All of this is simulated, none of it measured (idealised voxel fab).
process module | voxel capacitor over wiring
cross-section cut | 170 nm wide | cells 5 nm
A cross-section is a grid of square cells, given in bands from the top down. A band is one or more rows of cells.
Each band's line starts with the height of the band's top and of its bottom, in nm. Then come its materials from left to right, each with its width in nm. One material with "throughout" fills the band from edge to edge. "air" is empty space.
Height 0 is the level under which the wafer as received is all one material. The lowest band goes on downwards, as in "0 down".
A width such as "30 to 40" changes by the same amount from each row of cells to the next, from the band's top row to its bottom row.
"no change" after a step means that no cell of the cross-section changed.
closed voids: empty space of 8 cells or more with no open way to the top, each as width x height at its distance from the left edge, in nm
after a step's settings: what the simulator itself notes on the step
overlay nm, on a step with a mask: how far to the right of its planned place the mask lay; to the left if negative
plan
1 op RECEIVE | material Si
2 op CONFORMAL_DEP | material SiO2 | thk nm 15
3 op DIRECTIONAL_DEP | material TiN | thk nm 5
4 op DIRECTIONAL_DEP | material W | thk nm 20
5 op PATTERN | tone cover | mask id METAL_1 | material resist | width nm 20 | pitch nm 75 | thk nm 15 | overlay nm 0
6 op DIRECTIONAL_ETCH | etch materials W | depth nm 20
7 op DIRECTIONAL_ETCH | etch materials TiN | depth nm 5
8 op STRIP | etch materials resist
9 op CONFORMAL_DEP | material SiCN | thk nm 5
10 op FILL_DEP | material lowk | thk nm 10
11 op CMP | height nm 40
12 op CONFORMAL_DEP | material SiCN | thk nm 5
13 op DIRECTIONAL_DEP | material lowk | thk nm 20
14 op MASKED_ETCH | tone open | mask id PLUG_1 | width nm 15 | etch materials lowk | depth nm 20 | overlay nm 0
15 op MASKED_ETCH | tone open | mask id PLUG_1 | width nm 15 | etch materials SiCN | depth nm 5 | overlay nm 0
16 op EPI | material Ru | thk nm 10
17 op EPI | material Ru | thk nm 10
18 op EPI | material Ru | thk nm 5
19 op DIRECTIONAL_DEP | material TiN | thk nm 10
20 op DIRECTIONAL_DEP | material SiN | thk nm 5
21 op DIRECTIONAL_DEP | material TiN | thk nm 5
22 op DIRECTIONAL_DEP | material aC | thk nm 15
23 op PATTERN | tone cover | mask id UPPER_PLATE | material resist | width nm 60 | thk nm 30 | overlay nm 0
24 op DIRECTIONAL_ETCH | etch materials aC | depth nm 15
25 op STRIP | etch materials resist
26 op DIRECTIONAL_ETCH | etch materials TiN | depth nm 5
27 op DIRECTIONAL_ETCH | etch materials SiN | depth nm 5
28 op STRIP | etch materials aC
29 op DIRECTIONAL_DEP | material aC | thk nm 15
30 op PATTERN | tone cover | mask id LOWER_PLATE | material resist | width nm 70 | thk nm 30 | overlay nm 0
31 op DIRECTIONAL_ETCH | etch materials aC | depth nm 15
32 op STRIP | etch materials resist
33 op DIRECTIONAL_ETCH | etch materials TiN | depth nm 10
34 op STRIP | etch materials aC
35 op FILL_DEP | material SiO2 | thk nm 20
36 op CMP | height nm 100
37 op MASKED_ETCH | tone open | mask id PLUG_2 | width nm 15 | etch materials SiO2 | depth nm 15 | overlay nm 0
38 op CONFORMAL_DEP | material TiN | thk nm 5
39 op FILL_DEP | material W | thk nm 5
40 op CMP | height nm 100
41 op CONFORMAL_DEP | material SiCN | thk nm 5
as received, after step 1
  0 down: Si throughout
  closed voids: none
first wafer at the end, as planned
  105 to 100: SiCN throughout
  100 to 90: SiO2 50 | TiN 5 | W 5 | TiN 5 | SiO2 105
  90 to 80: SiO2 50 to 40 | TiN 15 to 60 | SiO2 105 to 70
  80 to 75: SiO2 40 | SiN 60 | SiO2 70
  75 to 65: SiO2 35 | TiN 70 | SiO2 65
  65 to 45: lowk 40 | Ru 15 | lowk 115
  45 to 40: SiCN 40 | Ru 15 | SiCN 115
  40 to 20: lowk 30 | SiCN 5 | W 20 | SiCN 5 | lowk 45 | SiCN 5 | W 20 | SiCN 5 | lowk 35
  20 to 15: SiCN 35 | TiN 20 | SiCN 55 | TiN 20 | SiCN 40
  15 to 0: SiO2 throughout
  0 down: Si throughout
  closed voids: none
second wafer at the end: like start, like plan, one mistake
  100 to 95: SiCN throughout
  95 to 90: SiO2 50 | TiN 5 | W 5 | TiN 5 | SiO2 105
  90 to 80: SiO2 50 to 40 | TiN 15 to 60 | SiO2 105 to 70
  80 to 75: SiO2 40 | SiN 60 | SiO2 70
  75 to 65: SiO2 35 | TiN 70 | SiO2 65
  65 to 45: lowk 40 | Ru 15 | lowk 115
  45 to 40: SiCN 40 | Ru 15 | SiCN 115
  40 to 20: lowk 30 | SiCN 5 | W 20 | SiCN 5 | lowk 45 | SiCN 5 | W 20 | SiCN 5 | lowk 35
  20 to 15: SiCN 35 | TiN 20 | SiCN 55 | TiN 20 | SiCN 40
  15 to 0: SiO2 throughout
  0 down: Si throughout
  closed voids: none
what went wrong: step 40 ran as: op CMP | height nm 95
at the end the second wafer has, in cells: 31 fewer of SiO2 | 2 fewer of TiN | 1 fewer of W
